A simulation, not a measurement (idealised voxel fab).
Process module in this document: voxel self aligned contacts
We display cut, a cross-section 220 nm in width whose square cells are each 5 nm.
Think of the cross-section as a grid of square cells. We describe it in bands, top to bottom, and each band covers one or more rows of those cells. Within each band entry, the heights of the top and of the bottom of the band appear first, in that order and in nm; the materials of the band then follow from left to right, each with its corresponding width in nm. The designation "edge to edge" on a single material indicates that it fills the band from edge to edge; the designation "blank" indicates empty space. Height datum 0, below which the as-received substrate wafer is one material. Lowest band open at the bottom, running downward: "0 -> down". With a width like "30..40", each row of cells in the band differs from the next by the same amount, the top row carrying the first number and the bottom row the second. No cell of the cross-section changed in a step that is given as "nothing was modified". The entry titled "Sealed void inventory" provides the empty spaces that have no open way to the top, restricted to those of 8 cells or more. Each is presented as width x height at distance, the distance being measured from the left edge, with all three in nm. Post-settings text on a step line: simulator's own remark regarding the step. You can add "overlay nm" to a step's line. For a step with a mask, it describes how far the mask lay to the right of its planned position, and a negative number describes a lay to the left.
Here's what the planned process steps look like:
1. RECEIVE,material Si
2. CONFORMAL_DEP,material SiO2,thk nm 5
3. DIRECTIONAL_DEP,material polySi,thk nm 20
4. DIRECTIONAL_DEP,material SiN,thk nm 15
5. DIRECTIONAL_DEP,material aC,thk nm 15
6. PATTERN,tone cover,mask id GATE,material resist,width nm 30,pitch nm 65,thk nm 35,overlay nm 0
7. DIRECTIONAL_ETCH,etch materials aC,depth nm 15
8. STRIP,etch materials resist
9. DIRECTIONAL_ETCH,etch materials SiN,depth nm 15
10. DIRECTIONAL_ETCH,etch materials polySi,depth nm 20
11. STRIP,etch materials aC
12. CONFORMAL_DEP,material SiN,thk nm 5
13. DIRECTIONAL_ETCH,etch materials SiN,depth nm 5
14. FILL_DEP,material SiO2,thk nm 15
15. CMP,height nm 45
16. MASKED_ETCH,tone open,mask id CONTACT,width nm 45,etch materials SiO2,depth nm 45,overlay nm 0
17. CONFORMAL_DEP,material TiN,thk nm 5
18. FILL_DEP,material Ru,thk nm 10
19. CMP,height nm 45
20. CONFORMAL_DEP,material SiCN,thk nm 5
As received (post step 1): cross-section:
> 0 -> down = Si edge to edge
> Sealed void inventory: none
Same starting wafer, same plan as above, one mistake in the execution; this is the cross-section at the end of the module:
> 50 -> 45 = SiCN edge to edge
> 45 -> 30 = SiO2 (55)  SiN (5)  polySi (30)  SiN (5)  TiN (5)  Ru (15)  TiN (5)  SiN (5)  polySi (30)  SiN (5)  SiO2 (60)
> 30 -> 25 = SiO2 (55)  SiN (5)  polySi (30)  SiN (5)  TiN (25)  SiN (5)  polySi (30)  SiN (5)  SiO2 (60)
> 25 -> 5 = polySi edge to edge
> 5 -> 0 = SiO2 edge to edge
> 0 -> down = Si edge to edge
> Sealed void inventory: none
Nonconformance to the process plan: step 3 of the plan was performed twice
